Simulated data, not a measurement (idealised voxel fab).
process module | voxel gate over fins
cross-section cut | 265 nm wide | cells 5 nm
A cross-section is a grid of square cells, given in bands from the top down. A band is one or more rows of cells.
Each band's line starts with the height of the band's top and of its bottom, in nm. Then come its materials from left to right, each with its width in nm. One material with "throughout" fills the band from edge to edge. "air" is empty space.
Height 0 is the level under which the wafer as received is all one material. The lowest band goes on downwards, as in "0 down".
A width such as "30 to 40" changes by the same amount from each row of cells to the next, from the band's top row to its bottom row.
"no change" after a step means that no cell of the cross-section changed.
closed voids: empty space of 8 cells or more with no open way to the top, each as width x height at its distance from the left edge, in nm
after a step's settings: what the simulator itself notes on the step
overlay nm, on a step with a mask: how far to the right of its planned place the mask lay; to the left if negative
plan
1 op RECEIVE | material Si
2 op CONFORMAL_DEP | material SiN | thk nm 5
3 op DIRECTIONAL_DEP | material aC | thk nm 15
4 op PATTERN | tone cover | mask id FINS | material resist | width nm 15 | pitch nm 40 | thk nm 35 | overlay nm 0
5 op DIRECTIONAL_ETCH | etch materials aC | depth nm 5
6 op STRIP | etch materials resist
7 op DIRECTIONAL_ETCH | etch materials SiN | depth nm 5
8 op DIRECTIONAL_ETCH | etch materials Si | depth nm 40
9 op STRIP | etch materials aC
10 op FILL_DEP | material SiO2 | thk nm 10
11 op CMP | height nm 5
12 op SELECTIVE_ETCH | etch materials SiO2 | depth nm 15
13 op STRIP | etch materials SiN
14 op CONFORMAL_DEP | material HfO2 | thk nm 5
15 op CONFORMAL_DEP | material TiN | thk nm 5
16 op FILL_DEP | material W | thk nm 15
17 op CMP | height nm 20
18 op CONFORMAL_DEP | material SiCN | thk nm 5
varied across the wafers: depth nm of step 5. The plan shows the first wafer's value. All wafers start alike
first wafer as received, after step 1
  0 down: Si throughout
  closed voids: none
first wafer at the end, after step 18
  25 to 20: SiCN throughout
  20 to 10: W throughout
  10 to 5: TiN throughout
  5 to 0: HfO2 throughout
  0 down: Si throughout
  closed voids: none
last wafer at the end
  25 to 20: SiCN throughout
  20 to 10: W throughout
  10 to 5: W 95 | TiN 35 | W 5 | TiN 35 | W 95
  5 to 0: W 95 | TiN 5 | HfO2 25 | TiN 5 | W 5 | TiN 5 | HfO2 25 | TiN 5 | W 95
  0 to -5: TiN 100 | HfO2 5 | Si 15 | HfO2 5 | TiN 15 | HfO2 5 | Si 15 | HfO2 5 | TiN 100
  -5 to -10: HfO2 105 | Si 15 | HfO2 25 | Si 15 | HfO2 105
  -10 to -40: SiO2 105 | Si 15 | SiO2 25 | Si 15 | SiO2 105
  -40 down: Si throughout
  closed voids: none
each wafer at the end: cells of each material gained (+) or lost (-) since it was received, then its closed voids
depth nm 5 | +53 HfO2 | +53 SiCN | +53 TiN | +106 W | closed voids: none
depth nm 10 | +53 HfO2 | +53 SiCN | +53 TiN | +106 W | closed voids: none
depth nm 15 | +61 HfO2 | -376 Si | +53 SiCN | +282 SiO2 | +61 TiN | +184 W | closed voids: none
depth nm 20 | +61 HfO2 | -376 Si | +53 SiCN | +282 SiO2 | +61 TiN | +184 W | closed voids: none
depth nm 25 | +61 HfO2 | -376 Si | +53 SiCN | +282 SiO2 | +61 TiN | +184 W | closed voids: none
depth nm 30 | +61 HfO2 | -376 Si | +53 SiCN | +282 SiO2 | +61 TiN | +184 W | closed voids: none
